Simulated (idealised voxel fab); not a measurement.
Documented hereafter: the process module known as voxel transistor to metal.
The width of the displayed cross-section, cut, is 165 nm; its cells are square, with a size of 5 nm.
This document writes a cross-section as a grid whose cells are square, and gives it as bands, listed from the top down; one or more rows of cells form a band. Heights first: top, then bottom, in nm. Then materials, left to right, each with a width in nm. "all across" on a single material: fills the band edge to edge. "blank": empty space. Below 0: as-received wafer, all one material; heights counted from there. Lowest band: no bottom, goes on down, written "from 0 down". You'd read "30 to 40" like this: the band's top row of cells is as wide as the first number, its bottom row is as wide as the second, and going down, every row changes width by the same amount as the row before did. What does "nothing was modified" mean for a step? It means no cell of the cross-section changed in that step. Reported under the label "Voids, sealed" are the empty spaces having no open way to the top and comprising 8 cells or more; the notation for each is width x height at distance, in which the distance is measured from the left edge and all three values are in nm. What comes after the settings on a step's line is commentary from the simulator itself on that step. "overlay nm" denotes, for a step that has a mask, the displacement of the mask to the right of its planned place, with negative values corresponding to the left.
### Intended process steps
1. RECEIVE: material Si
2. CONFORMAL_DEP: material SiO2, thk nm 5
3. CONFORMAL_DEP: material SiN, thk nm 10
4. PATTERN: tone cover, mask id ACTIVE, material resist, width nm 105, thk nm 15, overlay nm 0
5. DIRECTIONAL_ETCH: etch materials SiN, depth nm 10
6. DIRECTIONAL_ETCH: etch materials SiO2, depth nm 5
7. DIRECTIONAL_ETCH: etch materials Si, depth nm 20
8. STRIP: etch materials resist
9. FILL_DEP: material SiO2, thk nm 10
10. CMP: height nm 15
11. SELECTIVE_ETCH: etch materials SiO2, depth nm 5
12. STRIP: etch materials SiN
13. SELECTIVE_ETCH: etch materials SiO2, depth nm 5
14. OXIDIZE: depth nm 5
15. DIRECTIONAL_DEP: material polySi, thk nm 25
16. DIRECTIONAL_DEP: material SiCN, thk nm 10
17. DIRECTIONAL_DEP: material aC, thk nm 15
18. PATTERN: tone cover, mask id GATE, material resist, width nm 15, thk nm 30, overlay nm 0
19. DIRECTIONAL_ETCH: etch materials aC, depth nm 15
20. STRIP: etch materials resist
21. DIRECTIONAL_ETCH: etch materials SiCN, depth nm 20
22. DIRECTIONAL_ETCH: etch materials polySi, depth nm 35
23. STRIP: etch materials aC
24. CONFORMAL_DEP: material SiO2, thk nm 5
25. DIRECTIONAL_ETCH: etch materials SiO2, depth nm 5
26. CONFORMAL_DEP: material SiN, thk nm 5
27. DIRECTIONAL_ETCH: etch materials SiN, depth nm 5
28. DIRECTIONAL_ETCH: etch materials SiO2, depth nm 5
29. EPI: material SiGe, thk nm 5
30. FILL_DEP: material SiO2, thk nm 10
31. CMP: height nm 35
32. DIRECTIONAL_DEP: material SiO2, thk nm 10
33. PATTERN: tone open, mask id CONTACT, material resist, width nm 20, pitch nm 65, thk nm 20, overlay nm 0
34. DIRECTIONAL_ETCH: etch materials SiO2, depth nm 45
35. STRIP: etch materials resist
36. CONFORMAL_DEP: material TiN, thk nm 5
37. FILL_DEP: material Ru, thk nm 5
38. CMP: height nm 45
39. DIRECTIONAL_DEP: material TiN, thk nm 5
40. DIRECTIONAL_DEP: material W, thk nm 20
41. MASKED_ETCH: tone cover, mask id METAL_1, width nm 20, pitch nm 65, etch materials W, depth nm 20, overlay nm 0
42. MASKED_ETCH: tone cover, mask id METAL_1, width nm 20, pitch nm 65, etch materials TiN, depth nm 5, overlay nm 0
43. CONFORMAL_DEP: material SiCN, thk nm 5
44. FILL_DEP: material lowk, thk nm 10
45. CMP: height nm 70
46. CONFORMAL_DEP: material SiN, thk nm 5
### First of two wafers, processed according to plan
### Received-state cross-section, reflecting completion of step 1
	from 0 down  Si all across
	Voids, sealed: none
### Wafer xsec, post step 2
	from 5 to 0  SiO2 all across
	Unchanged below 0.
### Wafer xsec, post step 3
	from 15 to 5  SiN all across
	Unchanged below 5.
### Wafer xsec, post step 4
	from 30 to 15  blank 30 nm | resist 105 nm | blank 30 nm
	Unchanged below 15.
### Wafer xsec, post step 5
	from 30 to 15  blank 30 nm | resist 105 nm | blank 30 nm
	from 15 to 5  blank 30 nm | SiN 105 nm | blank 30 nm
	Unchanged below 5.
### Wafer xsec, post step 6
	from 30 to 15  blank 30 nm | resist 105 nm | blank 30 nm
	from 15 to 5  blank 30 nm | SiN 105 nm | blank 30 nm
	from 5 to 0  blank 30 nm | SiO2 105 nm | blank 30 nm
	Unchanged below 0.
### Wafer xsec, post step 7
	from 30 to 15  blank 30 nm | resist 105 nm | blank 30 nm
	from 15 to 5  blank 30 nm | SiN 105 nm | blank 30 nm
	from 5 to 0  blank 30 nm | SiO2 105 nm | blank 30 nm
	from 0 to -20  blank 30 nm | Si 105 nm | blank 30 nm
	Unchanged below -20.
### Wafer xsec, post step 8
	from 15 to 5  blank 30 nm | SiN 105 nm | blank 30 nm
	Unchanged below 5.
### Wafer xsec, post step 9
	from 25 to 15  SiO2 all across
	from 15 to 5  SiO2 30 nm | SiN 105 nm | SiO2 30 nm
	from 5 to 0  SiO2 all across
	from 0 to -20  SiO2 30 nm | Si 105 nm | SiO2 30 nm
	Unchanged below -20.
### Wafer xsec, post step 10
	from 15 to 5  SiO2 30 nm | SiN 105 nm | SiO2 30 nm
	Unchanged below 5.
### Wafer xsec, post step 11
	from 15 to 10  blank 30 nm | SiN 105 nm | blank 30 nm
	Unchanged below 10.
### Wafer xsec, post step 12
	from 10 to 5  SiO2 30 nm | blank 105 nm | SiO2 30 nm
	Unchanged below 5.
### Wafer xsec, post step 13
	from 5 to 0  SiO2 25 nm | blank 115 nm | SiO2 25 nm
	Unchanged below 0.
### Wafer xsec, post step 14
	from 5 to 0  SiO2 25 nm | blank 115 nm | SiO2 25 nm
	from 0 to -5  SiO2 all across
	Unchanged below -5.
### Wafer xsec, post step 15
	from 30 to 25  polySi 25 nm | blank 115 nm | polySi 25 nm
	from 25 to 5  polySi all across
	from 5 to 0  SiO2 25 nm | polySi 115 nm | SiO2 25 nm
	Unchanged below 0.
### Wafer xsec, post step 16
	from 40 to 35  SiCN 25 nm | blank 115 nm | SiCN 25 nm
	from 35 to 30  SiCN all across
	from 30 to 25  polySi 25 nm | SiCN 115 nm | polySi 25 nm
	Unchanged below 25.
### Wafer xsec, post step 17
	from 55 to 50  aC 25 nm | blank 115 nm | aC 25 nm
	from 50 to 40  aC all across
	from 40 to 35  SiCN 25 nm | aC 115 nm | SiCN 25 nm
	Unchanged below 35.
### Wafer xsec, post step 18
	from 85 to 55  blank 75 nm | resist 15 nm | blank 75 nm
	from 55 to 50  aC 25 nm | blank 50 nm | resist 15 nm | blank 50 nm | aC 25 nm
	Unchanged below 50.
### Wafer xsec, post step 19
	from 70 to 50  blank 75 nm | resist 15 nm | blank 75 nm
	from 50 to 40  blank 75 nm | aC 15 nm | blank 75 nm
	from 40 to 35  SiCN 25 nm | blank 50 nm | aC 15 nm | blank 50 nm | SiCN 25 nm
	Unchanged below 35.
### Wafer xsec, post step 20
	from 50 to 40  blank 75 nm | aC 15 nm | blank 75 nm
	Unchanged below 40.
### Wafer xsec, post step 21
	from 50 to 35  blank 75 nm | aC 15 nm | blank 75 nm
	from 35 to 30  blank 75 nm | SiCN 15 nm | blank 75 nm
	from 30 to 25  polySi 25 nm | blank 50 nm | SiCN 15 nm | blank 50 nm | polySi 25 nm
	Unchanged below 25.
### Wafer xsec, post step 22
	from 50 to 35  blank 75 nm | aC 15 nm | blank 75 nm
	from 35 to 25  blank 75 nm | SiCN 15 nm | blank 75 nm
	from 25 to 5  blank 75 nm | polySi 15 nm | blank 75 nm
	from 5 to 0  SiO2 25 nm | blank 50 nm | polySi 15 nm | blank 50 nm | SiO2 25 nm
	Unchanged below 0.
### Wafer xsec, post step 23
	from 35 to 25  blank 75 nm | SiCN 15 nm | blank 75 nm
	Unchanged below 25.
### Wafer xsec, post step 24
	from 40 to 35  blank 70 nm | SiO2 25 nm | blank 70 nm
	from 35 to 25  blank 70 nm | SiO2 5 nm | SiCN 15 nm | SiO2 5 nm | blank 70 nm
	from 25 to 10  blank 70 nm | SiO2 5 nm | polySi 15 nm | SiO2 5 nm | blank 70 nm
	from 10 to 5  SiO2 30 nm | blank 40 nm | SiO2 5 nm | polySi 15 nm | SiO2 5 nm | blank 40 nm | SiO2 30 nm
	from 5 to 0  SiO2 75 nm | polySi 15 nm | SiO2 75 nm
	Unchanged below 0.
### Wafer xsec, post step 25
	from 35 to 25  blank 70 nm | SiO2 5 nm | SiCN 15 nm | SiO2 5 nm | blank 70 nm
	from 25 to 5  blank 70 nm | SiO2 5 nm | polySi 15 nm | SiO2 5 nm | blank 70 nm
	from 5 to 0  SiO2 30 nm | blank 40 nm | SiO2 5 nm | polySi 15 nm | SiO2 5 nm | blank 40 nm | SiO2 30 nm
	Unchanged below 0.
### Wafer xsec, post step 26
	from 40 to 35  blank 65 nm | SiN 35 nm | blank 65 nm
	from 35 to 25  blank 65 nm | SiN 5 nm | SiO2 5 nm | SiCN 15 nm | SiO2 5 nm | SiN 5 nm | blank 65 nm
	from 25 to 10  blank 65 nm | SiN 5 nm | SiO2 5 nm | polySi 15 nm | SiO2 5 nm | SiN 5 nm | blank 65 nm
	from 10 to 5  SiN 35 nm | blank 30 nm | SiN 5 nm | SiO2 5 nm | polySi 15 nm | SiO2 5 nm | SiN 5 nm | blank 30 nm | SiN 35 nm
	from 5 to 0  SiO2 30 nm | SiN 40 nm | SiO2 5 nm | polySi 15 nm | SiO2 5 nm | SiN 40 nm | SiO2 30 nm
	Unchanged below 0.
### Wafer xsec, post step 27
	from 35 to 25  blank 65 nm | SiN 5 nm | SiO2 5 nm | SiCN 15 nm | SiO2 5 nm | SiN 5 nm | blank 65 nm
	from 25 to 5  blank 65 nm | SiN 5 nm | SiO2 5 nm | polySi 15 nm | SiO2 5 nm | SiN 5 nm | blank 65 nm
	from 5 to 0  SiO2 30 nm | SiN 5 nm | blank 30 nm | SiN 5 nm | SiO2 5 nm | polySi 15 nm | SiO2 5 nm | SiN 5 nm | blank 30 nm | SiN 5 nm | SiO2 30 nm
	Unchanged below 0.
### Wafer xsec, post step 28
	from 35 to 30  blank 65 nm | SiN 5 nm | blank 5 nm | SiCN 15 nm | blank 5 nm | SiN 5 nm | blank 65 nm
	from 30 to 25  blank 65 nm | SiN 5 nm | SiO2 5 nm | SiCN 15 nm | SiO2 5 nm | SiN 5 nm | blank 65 nm
	from 25 to 5  blank 65 nm | SiN 5 nm | SiO2 5 nm | polySi 15 nm | SiO2 5 nm | SiN 5 nm | blank 65 nm
	from 5 to 0  blank 30 nm | SiN 5 nm | blank 30 nm | SiN 5 nm | SiO2 5 nm | polySi 15 nm | SiO2 5 nm | SiN 5 nm | blank 30 nm | SiN 5 nm | blank 30 nm
	from 0 to -5  SiO2 35 nm | blank 30 nm | SiO2 35 nm | blank 30 nm | SiO2 35 nm
	Unchanged below -5.
### Wafer xsec, post step 29
	from 35 to 30  blank 65 nm | SiN 5 nm | blank 5 nm | SiCN 15 nm | blank 5 nm | SiN 5 nm | blank 65 nm
	from 30 to 25  blank 65 nm | SiN 5 nm | SiO2 5 nm | SiCN 15 nm | SiO2 5 nm | SiN 5 nm | blank 65 nm
	from 25 to 5  blank 65 nm | SiN 5 nm | SiO2 5 nm | polySi 15 nm | SiO2 5 nm | SiN 5 nm | blank 65 nm
	from 5 to 0  blank 30 nm | SiN 5 nm | blank 30 nm | SiN 5 nm | SiO2 5 nm | polySi 15 nm | SiO2 5 nm | SiN 5 nm | blank 30 nm | SiN 5 nm | blank 30 nm
	from 0 to -5  SiO2 35 nm | SiGe 30 nm | SiO2 35 nm | SiGe 30 nm | SiO2 35 nm
	Unchanged below -5.
### Wafer xsec, post step 30
	from 45 to 35  SiO2 all across
	from 35 to 25  SiO2 65 nm | SiN 5 nm | SiO2 5 nm | SiCN 15 nm | SiO2 5 nm | SiN 5 nm | SiO2 65 nm
	from 25 to 5  SiO2 65 nm | SiN 5 nm | SiO2 5 nm | polySi 15 nm | SiO2 5 nm | SiN 5 nm | SiO2 65 nm
	from 5 to 0  SiO2 30 nm | SiN 5 nm | SiO2 30 nm | SiN 5 nm | SiO2 5 nm | polySi 15 nm | SiO2 5 nm | SiN 5 nm | SiO2 30 nm | SiN 5 nm | SiO2 30 nm
	Unchanged below 0.
### Wafer xsec, post step 31
	from 35 to 25  SiO2 65 nm | SiN 5 nm | SiO2 5 nm | SiCN 15 nm | SiO2 5 nm | SiN 5 nm | SiO2 65 nm
	Unchanged below 25.
### Wafer xsec, post step 32
	from 45 to 35  SiO2 all across
	Unchanged below 35.
### Wafer xsec, post step 33
	from 65 to 45  resist 40 nm | blank 20 nm | resist 45 nm | blank 20 nm | resist 40 nm
	Unchanged below 45.
### Wafer xsec, post step 34
	from 65 to 45  resist 40 nm | blank 20 nm | resist 45 nm | blank 20 nm | resist 40 nm
	from 45 to 35  SiO2 40 nm | blank 20 nm | SiO2 45 nm | blank 20 nm | SiO2 40 nm
	from 35 to 25  SiO2 40 nm | blank 20 nm | SiO2 5 nm | SiN 5 nm | SiO2 5 nm | SiCN 15 nm | SiO2 5 nm | SiN 5 nm | SiO2 5 nm | blank 20 nm | SiO2 40 nm
	from 25 to 5  SiO2 40 nm | blank 20 nm | SiO2 5 nm | SiN 5 nm | SiO2 5 nm | polySi 15 nm | SiO2 5 nm | SiN 5 nm | SiO2 5 nm | blank 20 nm | SiO2 40 nm
	from 5 to 0  SiO2 30 nm | SiN 5 nm | SiO2 5 nm | blank 20 nm | SiO2 5 nm | SiN 5 nm | SiO2 5 nm | polySi 15 nm | SiO2 5 nm | SiN 5 nm | SiO2 5 nm | blank 20 nm | SiO2 5 nm | SiN 5 nm | SiO2 30 nm
	Unchanged below 0.
### Wafer xsec, post step 35
	from 45 to 35  SiO2 40 nm | blank 20 nm | SiO2 45 nm | blank 20 nm | SiO2 40 nm
	Unchanged below 35.
### Wafer xsec, post step 36
	from 50 to 45  TiN 45 nm | blank 10 nm | TiN 55 nm | blank 10 nm | TiN 45 nm
	from 45 to 35  SiO2 40 nm | TiN 5 nm | blank 10 nm | TiN 5 nm | SiO2 45 nm | TiN 5 nm | blank 10 nm | TiN 5 nm | SiO2 40 nm
	from 35 to 25  SiO2 40 nm | TiN 5 nm | blank 10 nm | TiN 5 nm | SiO2 5 nm | SiN 5 nm | SiO2 5 nm | SiCN 15 nm | SiO2 5 nm | SiN 5 nm | SiO2 5 nm | TiN 5 nm | blank 10 nm | TiN 5 nm | SiO2 40 nm
	from 25 to 5  SiO2 40 nm | TiN 5 nm | blank 10 nm | TiN 5 nm | SiO2 5 nm | SiN 5 nm | SiO2 5 nm | polySi 15 nm | SiO2 5 nm | SiN 5 nm | SiO2 5 nm | TiN 5 nm | blank 10 nm | TiN 5 nm | SiO2 40 nm
	from 5 to 0  SiO2 30 nm | SiN 5 nm | SiO2 5 nm | TiN 20 nm | SiO2 5 nm | SiN 5 nm | SiO2 5 nm | polySi 15 nm | SiO2 5 nm | SiN 5 nm | SiO2 5 nm | TiN 20 nm | SiO2 5 nm | SiN 5 nm | SiO2 30 nm
	Unchanged below 0.
### Wafer xsec, post step 37
	from 55 to 50  Ru all across
	from 50 to 45  TiN 45 nm | Ru 10 nm | TiN 55 nm | Ru 10 nm | TiN 45 nm
	from 45 to 35  SiO2 40 nm | TiN 5 nm | Ru 10 nm | TiN 5 nm | SiO2 45 nm | TiN 5 nm | Ru 10 nm | TiN 5 nm | SiO2 40 nm
	from 35 to 25  SiO2 40 nm | TiN 5 nm | Ru 10 nm | TiN 5 nm | SiO2 5 nm | SiN 5 nm | SiO2 5 nm | SiCN 15 nm | SiO2 5 nm | SiN 5 nm | SiO2 5 nm | TiN 5 nm | Ru 10 nm | TiN 5 nm | SiO2 40 nm
	from 25 to 5  SiO2 40 nm | TiN 5 nm | Ru 10 nm | TiN 5 nm | SiO2 5 nm | SiN 5 nm | SiO2 5 nm | polySi 15 nm | SiO2 5 nm | SiN 5 nm | SiO2 5 nm | TiN 5 nm | Ru 10 nm | TiN 5 nm | SiO2 40 nm
	Unchanged below 5.
### Wafer xsec, post step 38
	from 45 to 35  SiO2 40 nm | TiN 5 nm | Ru 10 nm | TiN 5 nm | SiO2 45 nm | TiN 5 nm | Ru 10 nm | TiN 5 nm | SiO2 40 nm
	Unchanged below 35.
### Wafer xsec, post step 39
	from 50 to 45  TiN all across
	Unchanged below 45.
### Wafer xsec, post step 40
	from 70 to 50  W all across
	Unchanged below 50.
### Wafer xsec, post step 41
	from 70 to 50  blank 40 nm | W 20 nm | blank 45 nm | W 20 nm | blank 40 nm
	Unchanged below 50.
### Wafer xsec, post step 42
	from 70 to 50  blank 40 nm | W 20 nm | blank 45 nm | W 20 nm | blank 40 nm
	from 50 to 45  blank 40 nm | TiN 20 nm | blank 45 nm | TiN 20 nm | blank 40 nm
	Unchanged below 45.
### Wafer xsec, post step 43
	from 75 to 70  blank 35 nm | SiCN 30 nm | blank 35 nm | SiCN 30 nm | blank 35 nm
	from 70 to 50  blank 35 nm | SiCN 5 nm | W 20 nm | SiCN 5 nm | blank 35 nm | SiCN 5 nm | W 20 nm | SiCN 5 nm | blank 35 nm
	from 50 to 45  SiCN 40 nm | TiN 20 nm | SiCN 45 nm | TiN 20 nm | SiCN 40 nm
	Unchanged below 45.
### Wafer xsec, post step 44
	from 85 to 75  lowk all across
	from 75 to 70  lowk 35 nm | SiCN 30 nm | lowk 35 nm | SiCN 30 nm | lowk 35 nm
	from 70 to 50  lowk 35 nm | SiCN 5 nm | W 20 nm | SiCN 5 nm | lowk 35 nm | SiCN 5 nm | W 20 nm | SiCN 5 nm | lowk 35 nm
	Unchanged below 50.
### Wafer xsec, post step 45
	from 70 to 50  lowk 35 nm | SiCN 5 nm | W 20 nm | SiCN 5 nm | lowk 35 nm | SiCN 5 nm | W 20 nm | SiCN 5 nm | lowk 35 nm
	Unchanged below 50.
### Wafer xsec, post step 46
	from 75 to 70  SiN all across
	Unchanged below 70.
### Wafer two: like wafer one in start and plan, but with one mistake in execution; identical up to and including step 23
### Second wafer: cross-section at the scheduled end of step 24
	from 40 to 25  blank 70 nm | SiCN 25 nm | blank 70 nm
	from 25 to 10  blank 70 nm | SiCN 5 nm | polySi 15 nm | SiCN 5 nm | blank 70 nm
	from 10 to 5  SiCN 30 nm | blank 40 nm | SiCN 5 nm | polySi 15 nm | SiCN 5 nm | blank 40 nm | SiCN 30 nm
	from 5 to 0  SiO2 25 nm | SiCN 50 nm | polySi 15 nm | SiCN 50 nm | SiO2 25 nm
	Unchanged below 0.
Second wafer: cross-section at the scheduled end of step 25: nothing was modified
### Second wafer: cross-section at the scheduled end of step 26
	from 45 to 40  blank 65 nm | SiN 35 nm | blank 65 nm
	from 40 to 25  blank 65 nm | SiN 5 nm | SiCN 25 nm | SiN 5 nm | blank 65 nm
	from 25 to 15  blank 65 nm | SiN 5 nm | SiCN 5 nm | polySi 15 nm | SiCN 5 nm | SiN 5 nm | blank 65 nm
	from 15 to 10  SiN 35 nm | blank 30 nm | SiN 5 nm | SiCN 5 nm | polySi 15 nm | SiCN 5 nm | SiN 5 nm | blank 30 nm | SiN 35 nm
	from 10 to 5  SiCN 30 nm | SiN 40 nm | SiCN 5 nm | polySi 15 nm | SiCN 5 nm | SiN 40 nm | SiCN 30 nm
	Unchanged below 5.
### Second wafer: cross-section at the scheduled end of step 27
	from 40 to 25  blank 65 nm | SiN 5 nm | SiCN 25 nm | SiN 5 nm | blank 65 nm
	from 25 to 10  blank 65 nm | SiN 5 nm | SiCN 5 nm | polySi 15 nm | SiCN 5 nm | SiN 5 nm | blank 65 nm
	from 10 to 5  SiCN 30 nm | SiN 5 nm | blank 30 nm | SiN 5 nm | SiCN 5 nm | polySi 15 nm | SiCN 5 nm | SiN 5 nm | blank 30 nm | SiN 5 nm | SiCN 30 nm
	Unchanged below 5.
Second wafer: cross-section at the scheduled end of step 28: nothing was modified
Second wafer: cross-section at the scheduled end of step 29: nothing was modified
### Second wafer: cross-section at the scheduled end of step 30
	from 50 to 40  SiO2 all across
	from 40 to 25  SiO2 65 nm | SiN 5 nm | SiCN 25 nm | SiN 5 nm | SiO2 65 nm
	from 25 to 10  SiO2 65 nm | SiN 5 nm | SiCN 5 nm | polySi 15 nm | SiCN 5 nm | SiN 5 nm | SiO2 65 nm
	from 10 to 5  SiCN 30 nm | SiN 5 nm | SiO2 30 nm | SiN 5 nm | SiCN 5 nm | polySi 15 nm | SiCN 5 nm | SiN 5 nm | SiO2 30 nm | SiN 5 nm | SiCN 30 nm
	Unchanged below 5.
### Second wafer: cross-section at the scheduled end of step 31
	from 35 to 25  SiO2 65 nm | SiN 5 nm | SiCN 25 nm | SiN 5 nm | SiO2 65 nm
	Unchanged below 25.
### Second wafer: cross-section at the scheduled end of step 32
	from 45 to 35  SiO2 all across
	Unchanged below 35.
### Second wafer: cross-section at the scheduled end of step 33
	from 65 to 45  resist 40 nm | blank 20 nm | resist 45 nm | blank 20 nm | resist 40 nm
	Unchanged below 45.
### Second wafer: cross-section at the scheduled end of step 34
	from 65 to 45  resist 40 nm | blank 20 nm | resist 45 nm | blank 20 nm | resist 40 nm
	from 45 to 35  SiO2 40 nm | blank 20 nm | SiO2 45 nm | blank 20 nm | SiO2 40 nm
	from 35 to 25  SiO2 40 nm | blank 20 nm | SiO2 5 nm | SiN 5 nm | SiCN 25 nm | SiN 5 nm | SiO2 5 nm | blank 20 nm | SiO2 40 nm
	from 25 to 10  SiO2 40 nm | blank 20 nm | SiO2 5 nm | SiN 5 nm | SiCN 5 nm | polySi 15 nm | SiCN 5 nm | SiN 5 nm | SiO2 5 nm | blank 20 nm | SiO2 40 nm
	from 10 to 5  SiCN 30 nm | SiN 5 nm | SiO2 5 nm | blank 20 nm | SiO2 5 nm | SiN 5 nm | SiCN 5 nm | polySi 15 nm | SiCN 5 nm | SiN 5 nm | SiO2 5 nm | blank 20 nm | SiO2 5 nm | SiN 5 nm | SiCN 30 nm
	Unchanged below 5.
### Second wafer: cross-section at the scheduled end of step 35
	from 45 to 35  SiO2 40 nm | blank 20 nm | SiO2 45 nm | blank 20 nm | SiO2 40 nm
	Unchanged below 35.
### Second wafer: cross-section at the scheduled end of step 36
	from 50 to 45  TiN 45 nm | blank 10 nm | TiN 55 nm | blank 10 nm | TiN 45 nm
	from 45 to 35  SiO2 40 nm | TiN 5 nm | blank 10 nm | TiN 5 nm | SiO2 45 nm | TiN 5 nm | blank 10 nm | TiN 5 nm | SiO2 40 nm
	from 35 to 25  SiO2 40 nm | TiN 5 nm | blank 10 nm | TiN 5 nm | SiO2 5 nm | SiN 5 nm | SiCN 25 nm | SiN 5 nm | SiO2 5 nm | TiN 5 nm | blank 10 nm | TiN 5 nm | SiO2 40 nm
	from 25 to 10  SiO2 40 nm | TiN 5 nm | blank 10 nm | TiN 5 nm | SiO2 5 nm | SiN 5 nm | SiCN 5 nm | polySi 15 nm | SiCN 5 nm | SiN 5 nm | SiO2 5 nm | TiN 5 nm | blank 10 nm | TiN 5 nm | SiO2 40 nm
	from 10 to 5  SiCN 30 nm | SiN 5 nm | SiO2 5 nm | TiN 20 nm | SiO2 5 nm | SiN 5 nm | SiCN 5 nm | polySi 15 nm | SiCN 5 nm | SiN 5 nm | SiO2 5 nm | TiN 20 nm | SiO2 5 nm | SiN 5 nm | SiCN 30 nm
	Unchanged below 5.
### Second wafer: cross-section at the scheduled end of step 37
	from 55 to 50  Ru all across
	from 50 to 45  TiN 45 nm | Ru 10 nm | TiN 55 nm | Ru 10 nm | TiN 45 nm
	from 45 to 35  SiO2 40 nm | TiN 5 nm | Ru 10 nm | TiN 5 nm | SiO2 45 nm | TiN 5 nm | Ru 10 nm | TiN 5 nm | SiO2 40 nm
	from 35 to 25  SiO2 40 nm | TiN 5 nm | Ru 10 nm | TiN 5 nm | SiO2 5 nm | SiN 5 nm | SiCN 25 nm | SiN 5 nm | SiO2 5 nm | TiN 5 nm | Ru 10 nm | TiN 5 nm | SiO2 40 nm
	from 25 to 10  SiO2 40 nm | TiN 5 nm | Ru 10 nm | TiN 5 nm | SiO2 5 nm | SiN 5 nm | SiCN 5 nm | polySi 15 nm | SiCN 5 nm | SiN 5 nm | SiO2 5 nm | TiN 5 nm | Ru 10 nm | TiN 5 nm | SiO2 40 nm
	Unchanged below 10.
### Second wafer: cross-section at the scheduled end of step 38
	from 45 to 35  SiO2 40 nm | TiN 5 nm | Ru 10 nm | TiN 5 nm | SiO2 45 nm | TiN 5 nm | Ru 10 nm | TiN 5 nm | SiO2 40 nm
	Unchanged below 35.
### Second wafer: cross-section at the scheduled end of step 39
	from 50 to 45  TiN all across
	Unchanged below 45.
### Second wafer: cross-section at the scheduled end of step 40
	from 70 to 50  W all across
	Unchanged below 50.
### Second wafer: cross-section at the scheduled end of step 41
	from 70 to 50  blank 40 nm | W 20 nm | blank 45 nm | W 20 nm | blank 40 nm
	Unchanged below 50.
### Second wafer: cross-section at the scheduled end of step 42
	from 70 to 50  blank 40 nm | W 20 nm | blank 45 nm | W 20 nm | blank 40 nm
	from 50 to 45  blank 40 nm | TiN 20 nm | blank 45 nm | TiN 20 nm | blank 40 nm
	Unchanged below 45.
### Second wafer: cross-section at the scheduled end of step 43
	from 75 to 70  blank 35 nm | SiCN 30 nm | blank 35 nm | SiCN 30 nm | blank 35 nm
	from 70 to 50  blank 35 nm | SiCN 5 nm | W 20 nm | SiCN 5 nm | blank 35 nm | SiCN 5 nm | W 20 nm | SiCN 5 nm | blank 35 nm
	from 50 to 45  SiCN 40 nm | TiN 20 nm | SiCN 45 nm | TiN 20 nm | SiCN 40 nm
	Unchanged below 45.
### Second wafer: cross-section at the scheduled end of step 44
	from 85 to 75  lowk all across
	from 75 to 70  lowk 35 nm | SiCN 30 nm | lowk 35 nm | SiCN 30 nm | lowk 35 nm
	from 70 to 50  lowk 35 nm | SiCN 5 nm | W 20 nm | SiCN 5 nm | lowk 35 nm | SiCN 5 nm | W 20 nm | SiCN 5 nm | lowk 35 nm
	Unchanged below 50.
### Second wafer: cross-section at the scheduled end of step 45
	from 70 to 50  lowk 35 nm | SiCN 5 nm | W 20 nm | SiCN 5 nm | lowk 35 nm | SiCN 5 nm | W 20 nm | SiCN 5 nm | lowk 35 nm
	Unchanged below 50.
### Second wafer: cross-section at the scheduled end of step 46
	from 75 to 70  SiN all across
	Unchanged below 70.
What broke from the plan during processing? step 24 was not run as planned; what actually ran was CONFORMAL_DEP: material SiCN, thk nm 5
At the finish, the second wafer shows more or fewer cells for some materials than the first does: -4 Ru; +44 SiCN; -12 SiGe; -2 SiN; -22 SiO2; -4 TiN
